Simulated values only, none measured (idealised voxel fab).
process module | voxel spacer lines
cross-section cut | 225 nm wide | cells 5 nm
A cross-section is a grid of square cells, given in bands from the top down. A band is one or more rows of cells.
Each band's line starts with the height of the band's top and of its bottom, in nm. Then come its materials from left to right, each with its width in nm. One material with "throughout" fills the band from edge to edge. "air" is empty space.
Height 0 is the level under which the wafer as received is all one material. The lowest band goes on downwards, as in "0 down".
A width such as "30 to 40" changes by the same amount from each row of cells to the next, from the band's top row to its bottom row.
"no change" after a step means that no cell of the cross-section changed.
closed voids: empty space of 8 cells or more with no open way to the top, each as width x height at its distance from the left edge, in nm
after a step's settings: what the simulator itself notes on the step
overlay nm, on a step with a mask: how far to the right of its planned place the mask lay; to the left if negative
plan
1 op RECEIVE | material Si
2 op CONFORMAL_DEP | material SiO2 | thk nm 10
3 op DIRECTIONAL_DEP | material TiN | thk nm 10
4 op DIRECTIONAL_DEP | material polySi | thk nm 20
5 op PATTERN | tone cover | mask id MANDREL | material resist | width nm 20 | pitch nm 70 | thk nm 30 | overlay nm 0
6 op DIRECTIONAL_ETCH | etch materials polySi | depth nm 20
7 op STRIP | etch materials resist
8 op CONFORMAL_DEP | material SiN | thk nm 15
9 op DIRECTIONAL_ETCH | etch materials SiN | depth nm 15
10 op STRIP | etch materials polySi
11 op DIRECTIONAL_ETCH | etch materials TiN | depth nm 10
12 op STRIP | etch materials SiN
as received, after step 1
  0 down: Si throughout
  closed voids: none
a wafer at the end: this start, this plan, one mistake
  15 to 10: air 15 | TiN 15 | air 20 | TiN 15 | air 20 | TiN 15 | air 20 | TiN 15 | air 20 | TiN 15 | air 20 | TiN 15 | air 20
  10 to 0: SiO2 throughout
  0 down: Si throughout
  closed voids: none
what went wrong: step 3 ran as: op DIRECTIONAL_DEP | material TiN | thk nm 5
